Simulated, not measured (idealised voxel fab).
The process module that follows is named voxel self aligned contacts.
Each square cell in cross-section cut measures 5 nm, and the section as a whole is 285 nm wide.
The cross-sections in this document take the form of a grid made of square cells. They are written out as bands, in order from top to bottom. Each band consists of one or more rows of cells.
Top, bottom (nm), then materials left to right with widths (nm); lone material tagged "all across" fills the whole band edge to edge; "empty" = empty space.
For the purposes of this specification, 0 denotes the height below which the wafer in its as-received condition is composed wholly of one material, and the lowermost band, lacking a lower limit, extends downward without end, as expressed in "0 and below".
Note: "30..40" means the width goes from the first number (top row of the band) to the second number (bottom row) in equal steps per row of cells.
When a step is marked "nothing changed", none of the cells in the cross-section changed during that step.
"Closed void list" - sealed voids, min. 8 cells, no opening to top; format: width x height at distance (distance from left edge; nm throughout).
Read whatever lies past the settings on a step's line as the simulator's own remark about the step.
The line of a step may include "overlay nm". On a step with a mask, this value is how far to the right of its planned place the mask lay. A negative value means the mask lay to the left.

Steps planned for the process
1) RECEIVE [material Si]
2) OXIDIZE [depth nm 5]
3) DIRECTIONAL_DEP [material polySi] [thk nm 25]
4) DIRECTIONAL_DEP [material SiN] [thk nm 15]
5) DIRECTIONAL_DEP [material aC] [thk nm 15]
6) PATTERN [tone cover] [mask id GATE] [material resist] [width nm 25] [pitch nm 55] [thk nm 30] [overlay nm 0]
7) DIRECTIONAL_ETCH [etch materials aC] [depth nm 15]
8) STRIP [etch materials resist]
9) DIRECTIONAL_ETCH [etch materials SiN] [depth nm 15]
10) DIRECTIONAL_ETCH [etch materials polySi] [depth nm 25]
11) STRIP [etch materials aC]
12) CONFORMAL_DEP [material SiN] [thk nm 5]
13) DIRECTIONAL_ETCH [etch materials SiN] [depth nm 5]
14) FILL_DEP [material SiO2] [thk nm 10]
15) CMP [height nm 45]
16) MASKED_ETCH [tone open] [mask id CONTACT] [width nm 40] [pitch nm 55] [etch materials SiO2] [depth nm 50] [overlay nm 0]
17) CONFORMAL_DEP [material TiN] [thk nm 5]
18) FILL_DEP [material W] [thk nm 5]
19) CMP [height nm 45]
20) CONFORMAL_DEP [material SiN] [thk nm 5]

Incoming wafer in cross-section (state: after step 1)
  0 and below  Si all across
  Closed void list: none

First of two wafers, end-of-module section, run followed plan
  50 down to 45  SiN all across
  45 down to 40  SiO2: 95 / TiN: 15 / W: 10 / TiN: 15 / SiO2: 15 / TiN: 15 / W: 10 / TiN: 15 / SiO2: 95
  40 down to 25  SiO2: 70 / SiN: 35 / TiN: 5 / W: 10 / TiN: 5 / SiN: 35 / TiN: 5 / W: 10 / TiN: 5 / SiN: 35 / SiO2: 70
  25 down to 0  SiO2: 70 / SiN: 5 / polySi: 25 / SiN: 5 / TiN: 5 / W: 10 / TiN: 5 / SiN: 5 / polySi: 25 / SiN: 5 / TiN: 5 / W: 10 / TiN: 5 / SiN: 5 / polySi: 25 / SiN: 5 / SiO2: 70
  0 down to -5  SiO2: 105 / TiN: 20 / SiO2: 35 / TiN: 20 / SiO2: 105
  -5 and below  Si all across
  Closed void list: none

Here is the second of the two wafers cut open at the end of the module - same start, same plan as the first one, but we made one mistake running it
  50 down to 45  SiN all across
  45 down to 40  SiO2: 95 / TiN: 15 / W: 10 / TiN: 15 / SiO2: 15 / TiN: 15 / W: 10 / TiN: 15 / SiO2: 95
  40 down to 20  SiO2: 70 / SiN: 5 / polySi: 25 / SiN: 5 / TiN: 5 / W: 10 / TiN: 5 / SiN: 5 / polySi: 25 / SiN: 5 / TiN: 5 / W: 10 / TiN: 5 / SiN: 5 / polySi: 25 / SiN: 5 / SiO2: 70
  20 down to 15  SiO2: 70 / SiN: 5 / polySi: 25 / SiN: 5 / TiN: 20 / SiN: 5 / polySi: 25 / SiN: 5 / TiN: 20 / SiN: 5 / polySi: 25 / SiN: 5 / SiO2: 70
  15 down to 0  SiN all across
  0 down to -5  SiO2 all across
  -5 and below  Si all across
  Closed void list: none
Deviation noted in wafer processing: note: step 3 <-> step 4, run order reversed vs plan
Materials where the second wafer ends with more or fewer cells than the first: SiN +108 | SiO2 -76 | TiN -16 | W -16
